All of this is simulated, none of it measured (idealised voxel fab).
Process module name: voxel local oxidation
Section shown: cut. Width: 275 nm. Cell size: 5 nm, square.
Each cross-section below is a grid of square cells, stated as bands in top-down order, with one or more rows of cells making up each band. Top, bottom (nm), then materials left to right with widths (nm); lone material tagged "edge to edge" fills the whole band edge to edge; "empty" = empty space. Heights are measured from 0, the level below which the as-received wafer is all one material; the lowest band has no bottom and continues downward, written as in "z 0 and below". The expression "30..40" gives the width at the extremes of the band, the first number at its top row of cells and the second at its bottom row, with the width changing by equal amounts from each row to the next in between. "remained the same" after a step means that no cell of the cross-section changed. The list in "Closed internal cavities" covers empty spaces of 8 cells or more that cannot reach the top through any open way, and it gives each as width x height at distance; the distance is from the left edge, and width, height and distance are in nm. Where a step's line continues beyond its settings, the continuation is a remark by the simulator itself on that step. "overlay nm" on a masked step: distance the mask lay right of its planned place, negative for left. Each pair below shows a cross-section before one step and the cross-section after it, down to the lowest band that changed. The line under each pair gives the step between them, with its settings. The pairs can come from different runs of this module on the same starting wafer, so a pair continues from the pair above only where its "Ahead of processing" says so.

# Ahead of processing
    z 0 and below  Si edge to edge
    Closed internal cavities: none

# Post-Process View
    z 5 to 0  SiO2 edge to edge
    Unchanged below 0.
    Closed internal cavities: none
The step that takes the structure from the upper cross-section to the lower one is CONFORMAL_DEP [material SiO2] [thk nm 5]

Ahead of processing: identical to the post-step cross-section of the immediately preceding pair.

# Post-Process View
    z 20 to 5  SiN edge to edge
    Unchanged below 5.
    Closed internal cavities: none
The step that takes the structure from the upper cross-section to the lower one is CONFORMAL_DEP [material SiN] [thk nm 15]

Ahead of processing: identical to the post-step cross-section of the immediately preceding pair.

# Post-Process View
    z 40 to 20  empty: 25, then resist: 95, then empty: 35, then resist: 95, then empty: 25
    Unchanged below 20.
    Closed internal cavities: none
The step that takes the structure from the upper cross-section to the lower one is PATTERN [tone cover] [mask id ACTIVE] [material resist] [width nm 95] [pitch nm 130] [thk nm 20] [overlay nm 0]

Ahead of processing: identical to the post-step cross-section of the immediately preceding pair.

# Post-Process View
    z 40 to 20  empty: 25, then resist: 95, then empty: 35, then resist: 95, then empty: 25
    z 20 to 5  empty: 25, then SiN: 95, then empty: 35, then SiN: 95, then empty: 25
    Unchanged below 5.
    Closed internal cavities: none
The step that takes the structure from the upper cross-section to the lower one is DIRECTIONAL_ETCH [etch materials SiN] [depth nm 15]

Ahead of processing: identical to the post-step cross-section of the immediately preceding pair.

# Post-Process View
    z 20 to 5  empty: 25, then SiN: 95, then empty: 35, then SiN: 95, then empty: 25
    Unchanged below 5.
    Closed internal cavities: none
The step that takes the structure from the upper cross-section to the lower one is STRIP [etch materials resist]

Ahead of processing: identical to the post-step cross-section of the immediately preceding pair.

# Post-Process View
    z 20 to 5  empty: 25, then SiN: 95, then empty: 35, then SiN: 95, then empty: 25
    z 5 to 0  empty: 30, then SiO2: 85, then empty: 45, then SiO2: 85, then empty: 30
    Unchanged below 0.
    Closed internal cavities: none
The step that takes the structure from the upper cross-section to the lower one is SELECTIVE_ETCH [etch materials SiO2] [depth nm 5]

Ahead of processing: identical to the post-step cross-section of the immediately preceding pair.

# Post-Process View
    z 20 to 5  empty: 25, then SiN: 95, then empty: 35, then SiN: 95, then empty: 25
    z 5 to 0  empty: 30, then SiO2: 85, then empty: 45, then SiO2: 85, then empty: 30
    z 0 to -15  SiO2: 45, then Si: 55, then SiO2: 75, then Si: 55, then SiO2: 45
    Unchanged below -15.
    Closed internal cavities: none
The step that takes the structure from the upper cross-section to the lower one is OXIDIZE [depth nm 15]

Ahead of processing: identical to the post-step cross-section of the immediately preceding pair.

# Post-Process View
    z 5 to 0  empty: 30, then SiO2: 85, then empty: 45, then SiO2: 85, then empty: 30
    Unchanged below 0.
    Closed internal cavities: none
The step that takes the structure from the upper cross-section to the lower one is STRIP [etch materials SiN]

# Ahead of processing
    z 20 to 5  empty: 25, then SiN: 95, then empty: 35, then SiN: 95, then empty: 25
    z 5 to 0  empty: 30, then SiO2: 85, then empty: 45, then SiO2: 85, then empty: 30
    z 0 and below  Si edge to edge
    Closed internal cavities: none

# Post-Process View
    z 5 to 0  empty: 30, then SiO2: 85, then empty: 45, then SiO2: 85, then empty: 30
    Unchanged below 0.
    Closed internal cavities: none
The step that takes the structure from the upper cross-section to the lower one is STRIP [etch materials SiN]

Ahead of processing: identical to the post-step cross-section of the immediately preceding pair.

# Post-Process View
    z 5 to 0  empty: 30, then SiO2: 85, then empty: 45, then SiO2: 85, then empty: 30
    z 0 to -15  SiO2: 45, then Si: 55, then SiO2: 75, then Si: 55, then SiO2: 45
    Unchanged below -15.
    Closed internal cavities: none
The step that takes the structure from the upper cross-section to the lower one is OXIDIZE [depth nm 15]

# Ahead of processing
    z 20 to 5  empty: 25, then SiN: 95, then empty: 35, then SiN: 95, then empty: 25
    z 5 to 0  empty: 30, then SiO2: 85, then empty: 45, then SiO2: 85, then empty: 30
    z 0 and below  Si edge to edge
    Closed internal cavities: none

# Post-Process View
    z 20 to 5  empty: 25, then SiN: 95, then empty: 35, then SiN: 95, then empty: 25
    z 5 to 0  empty: 30, then SiO2: 85, then empty: 45, then SiO2: 85, then empty: 30
    z 0 to -25  SiO2: 55, then Si: 35, then SiO2: 95, then Si: 35, then SiO2: 55
    Unchanged below -25.
    Closed internal cavities: none
The step that takes the structure from the upper cross-section to the lower one is OXIDIZE [depth nm 25]

Ahead of processing: identical to the post-step cross-section of the immediately preceding pair.

# Post-Process View
    z 5 to 0  empty: 30, then SiO2: 85, then empty: 45, then SiO2: 85, then empty: 30
    Unchanged below 0.
    Closed internal cavities: none
The step that takes the structure from the upper cross-section to the lower one is STRIP [etch materials SiN]

# Ahead of processing
    z 20 to 5  SiN edge to edge
    z 5 to 0  SiO2 edge to edge
    z 0 and below  Si edge to edge
    Closed internal cavities: none

# Post-Process View
    z 40 to 20  empty: 25, then resist: 100, then empty: 30, then resist: 100, then empty: 20
    Unchanged below 20.
    Closed internal cavities: none
The step that takes the structure from the upper cross-section to the lower one is PATTERN [tone cover] [mask id ACTIVE] [material resist] [width nm 100] [pitch nm 130] [thk nm 20] [overlay nm 0]

Ahead of processing: identical to the post-step cross-section of the immediately preceding pair.

# Post-Process View
    z 40 to 20  empty: 25, then resist: 100, then empty: 30, then resist: 100, then empty: 20
    z 20 to 5  empty: 25, then SiN: 100, then empty: 30, then SiN: 100, then empty: 20
    Unchanged below 5.
    Closed internal cavities: none
The step that takes the structure from the upper cross-section to the lower one is DIRECTIONAL_ETCH [etch materials SiN] [depth nm 15]

Ahead of processing: identical to the post-step cross-section of the immediately preceding pair.

# Post-Process View
    z 20 to 5  empty: 25, then SiN: 100, then empty: 30, then SiN: 100, then empty: 20
    Unchanged below 5.
    Closed internal cavities: none
The step that takes the structure from the upper cross-section to the lower one is STRIP [etch materials resist]

Ahead of processing: identical to the post-step cross-section of the immediately preceding pair.

# Post-Process View
    z 20 to 5  empty: 25, then SiN: 100, then empty: 30, then SiN: 100, then empty: 20
    z 5 to 0  empty: 30, then SiO2: 90, then empty: 40, then SiO2: 90, then empty: 25
    Unchanged below 0.
    Closed internal cavities: none
The step that takes the structure from the upper cross-section to the lower one is SELECTIVE_ETCH [etch materials SiO2] [depth nm 5]

Ahead of processing: identical to the post-step cross-section of the immediately preceding pair.

# Post-Process View
    z 20 to 5  empty: 25, then SiN: 100, then empty: 30, then SiN: 100, then empty: 20
    z 5 to 0  empty: 30, then SiO2: 90, then empty: 40, then SiO2: 90, then empty: 25
    z 0 to -15  SiO2: 45, then Si: 60, then SiO2: 70, then Si: 60, then SiO2: 40
    Unchanged below -15.
    Closed internal cavities: none
The step that takes the structure from the upper cross-section to the lower one is OXIDIZE [depth nm 15]

Ahead of processing: identical to the post-step cross-section of the immediately preceding pair.

# Post-Process View
    z 5 to 0  empty: 30, then SiO2: 90, then empty: 40, then SiO2: 90, then empty: 25
    Unchanged below 0.
    Closed internal cavities: none
The step that takes the structure from the upper cross-section to the lower one is STRIP [etch materials SiN]

# Ahead of processing
    z 20 to 5  SiN edge to edge
    z 5 to 0  SiO2 edge to edge
    z 0 and below  Si edge to edge
    Closed internal cavities: none

# Post-Process View
    z 40 to 20  empty: 20, then resist: 95, then empty: 35, then resist: 95, then empty: 30
    Unchanged below 20.
    Closed internal cavities: none
The step that takes the structure from the upper cross-section to the lower one is PATTERN [tone cover] [mask id ACTIVE] [material resist] [width nm 95] [pitch nm 130] [thk nm 20] [overlay nm -5]

Ahead of processing: identical to the post-step cross-section of the immediately preceding pair.

# Post-Process View
    z 40 to 20  empty: 20, then resist: 95, then empty: 35, then resist: 95, then empty: 30
    z 20 to 5  empty: 20, then SiN: 95, then empty: 35, then SiN: 95, then empty: 30
    Unchanged below 5.
    Closed internal cavities: none
The step that takes the structure from the upper cross-section to the lower one is DIRECTIONAL_ETCH [etch materials SiN] [depth nm 15]

Ahead of processing: identical to the post-step cross-section of the immediately preceding pair.

# Post-Process View
    z 20 to 5  empty: 20, then SiN: 95, then empty: 35, then SiN: 95, then empty: 30
    Unchanged below 5.
    Closed internal cavities: none
The step that takes the structure from the upper cross-section to the lower one is STRIP [etch materials resist]

Ahead of processing: identical to the post-step cross-section of the immediately preceding pair.

# Post-Process View
    z 20 to 5  empty: 20, then SiN: 95, then empty: 35, then SiN: 95, then empty: 30
    z 5 to 0  empty: 25, then SiO2: 85, then empty: 45, then SiO2: 85, then empty: 35
    Unchanged below 0.
    Closed internal cavities: none
The step that takes the structure from the upper cross-section to the lower one is SELECTIVE_ETCH [etch materials SiO2] [depth nm 5]

Ahead of processing: identical to the post-step cross-section of the immediately preceding pair.

# Post-Process View
    z 20 to 5  empty: 20, then SiN: 95, then empty: 35, then SiN: 95, then empty: 30
    z 5 to 0  empty: 25, then SiO2: 85, then empty: 45, then SiO2: 85, then empty: 35
    z 0 to -15  SiO2: 40, then Si: 55, then SiO2: 75, then Si: 55, then SiO2: 50
    Unchanged below -15.
    Closed internal cavities: none
The step that takes the structure from the upper cross-section to the lower one is OXIDIZE [depth nm 15]

Ahead of processing: identical to the post-step cross-section of the immediately preceding pair.

# Post-Process View
    z 5 to 0  empty: 25, then SiO2: 85, then empty: 45, then SiO2: 85, then empty: 35
    Unchanged below 0.
    Closed internal cavities: none
The step that takes the structure from the upper cross-section to the lower one is STRIP [etch materials SiN]

# Ahead of processing
    z 5 to 0  SiO2 edge to edge
    z 0 and below  Si edge to edge
    Closed internal cavities: none

# Post-Process View
    z 20 to 0  SiO2 edge to edge
    Unchanged below 0.
    Closed internal cavities: none
The step that takes the structure from the upper cross-section to the lower one is CONFORMAL_DEP [material SiO2] [thk nm 15]

Ahead of processing: identical to the post-step cross-section of the immediately preceding pair.

# Post-Process View
    z 40 to 20  empty: 25, then resist: 95, then empty: 35, then resist: 95, then empty: 25
    Unchanged below 20.
    Closed internal cavities: none
The step that takes the structure from the upper cross-section to the lower one is PATTERN [tone cover] [mask id ACTIVE] [material resist] [width nm 95] [pitch nm 130] [thk nm 20] [overlay nm 0]

Ahead of processing: identical to the post-step cross-section of the immediately preceding pair.

# Post-Process View
    z 20 to 0  SiO2 edge to edge
    Unchanged below 0.
    Closed internal cavities: none
The step that takes the structure from the upper cross-section to the lower one is STRIP [etch materials resist]

Ahead of processing: identical to the post-step cross-section of the immediately preceding pair.

# Post-Process View
    z 15 to 0  SiO2 edge to edge
    Unchanged below 0.
    Closed internal cavities: none
The step that takes the structure from the upper cross-section to the lower one is SELECTIVE_ETCH [etch materials SiO2] [depth nm 5]

# Ahead of processing
    z 20 to 5  SiN edge to edge
    z 5 to 0  SiO2 edge to edge
    z 0 and below  Si edge to edge
    Closed internal cavities: none

# Post-Process View
    z 40 to 20  resist: 25, then empty: 95, then resist: 35, then empty: 95, then resist: 25
    Unchanged below 20.
    Closed internal cavities: none
The step that takes the structure from the upper cross-section to the lower one is PATTERN [tone open] [mask id ACTIVE] [material resist] [width nm 95] [pitch nm 130] [thk nm 20] [overlay nm 0]

Ahead of processing: identical to the post-step cross-section of the immediately preceding pair.

# Post-Process View
    z 40 to 20  resist: 25, then empty: 95, then resist: 35, then empty: 95, then resist: 25
    z 20 to 5  SiN: 25, then empty: 95, then SiN: 35, then empty: 95, then SiN: 25
    Unchanged below 5.
    Closed internal cavities: none
The step that takes the structure from the upper cross-section to the lower one is DIRECTIONAL_ETCH [etch materials SiN] [depth nm 15]

Ahead of processing: identical to the post-step cross-section of the immediately preceding pair.

# Post-Process View
    z 20 to 5  SiN: 25, then empty: 95, then SiN: 35, then empty: 95, then SiN: 25
    Unchanged below 5.
    Closed internal cavities: none
The step that takes the structure from the upper cross-section to the lower one is STRIP [etch materials resist]

Ahead of processing: identical to the post-step cross-section of the immediately preceding pair.

# Post-Process View
    z 20 to 5  SiN: 25, then empty: 95, then SiN: 35, then empty: 95, then SiN: 25
    z 5 to 0  SiO2: 20, then empty: 105, then SiO2: 25, then empty: 105, then SiO2: 20
    Unchanged below 0.
    Closed internal cavities: none
The step that takes the structure from the upper cross-section to the lower one is SELECTIVE_ETCH [etch materials SiO2] [depth nm 5]

Ahead of processing: identical to the post-step cross-section of the immediately preceding pair.

# Post-Process View
    z 20 to 5  SiN: 25, then empty: 95, then SiN: 35, then empty: 95, then SiN: 25
    z 5 to 0  SiO2: 20, then empty: 105, then SiO2: 25, then empty: 105, then SiO2: 20
    z 0 to -15  Si: 5, then SiO2: 265, then Si: 5
    Unchanged below -15.
    Closed internal cavities: none
The step that takes the structure from the upper cross-section to the lower one is OXIDIZE [depth nm 15]

Ahead of processing: identical to the post-step cross-section of the immediately preceding pair.

# Post-Process View
    z 5 to 0  SiO2: 20, then empty: 105, then SiO2: 25, then empty: 105, then SiO2: 20
    Unchanged below 0.
    Closed internal cavities: none
The step that takes the structure from the upper cross-section to the lower one is STRIP [etch materials SiN]
